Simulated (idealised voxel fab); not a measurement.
The following is a process module called voxel fin reveal.
Cross-section cut: width 270 nm, square cells of 5 nm.
When this document writes out a cross-section, it uses a grid of square cells and lists it as bands, beginning at the top and moving down, with a band standing for one or more rows of cells.
In this notation a band is specified by the heights of its top and bottom, in that order and in nm, after which its materials appear from left to right, each paired with its width in nm. The word "everywhere" attached to a single material means that material fills the band from edge to edge; the word "blank" stands for empty space.
We count height from 0. Below that, the starting wafer is all one material. The lowest band never ends at the bottom but goes on down; see "0 down" for how that is written.
The notation "30->40" denotes a width that varies across the rows of cells in the band, beginning at the first number in the top row, finishing at the second number in the bottom row, and changing by an identical amount from each row to the next.
A step reported as "no alteration" is a step in which no cell of the cross-section changed.
Under "Sealed cavities" you'll find the enclosed gaps, the ones with no way out to the top, that are 8 cells or bigger; each reads width x height at distance, with distance counted from the left edge, everything in nm.
On each step's line, the part that comes after the settings is the simulator's own comment on the step.
What "overlay nm" on a step's line means: if the step has a mask, that mask lay this far to the right of its planned place, or, when the value is negative, to the left.

[Steps planned for the process]
- 1: op RECEIVE | material Si
- 2: op CONFORMAL_DEP | material SiN | thk nm 10
- 3: op DIRECTIONAL_DEP | material aC | thk nm 15
- 4: op PATTERN | tone cover | mask id FINS | material resist | width nm 15 | pitch nm 35 | thk nm 35 | overlay nm -15
- 5: op DIRECTIONAL_ETCH | etch materials aC | depth nm 15
- 6: op STRIP | etch materials resist
- 7: op DIRECTIONAL_ETCH | etch materials SiN | depth nm 10
- 8: op DIRECTIONAL_ETCH | etch materials Si | depth nm 40
- 9: op STRIP | etch materials aC
- 10: op FILL_DEP | material SiO2 | thk nm 10
- 11: op CMP | height nm 10
- 12: op SELECTIVE_ETCH | etch materials SiO2 | depth nm 20
- 13: op STRIP | etch materials SiN
Wafer-to-wafer difference: overlay nm, step 4. Common start. Plan = first wafer's value.

[Incoming state of the first of several wafers in cross-section: after step 1]
0 down | Si everywhere
Sealed cavities: none

[Every row in this table is a wafer at the end of the module, and it gives, for each of the materials, the cells that wafer has gained (+) or lost (-) since it was received, then its closed voids]
overlay nm -15 | -384 Si | +288 SiO2 | Sealed cavities: none
overlay nm -10 | -384 Si | +288 SiO2 | Sealed cavities: none
overlay nm -5 | -384 Si | +288 SiO2 | Sealed cavities: none
overlay nm 0 | -384 Si | +288 SiO2 | Sealed cavities: none
overlay nm 5 | -384 Si | +288 SiO2 | Sealed cavities: none
overlay nm 10 | -384 Si | +288 SiO2 | Sealed cavities: none
overlay nm 15 | -384 Si | +288 SiO2 | Sealed cavities: none
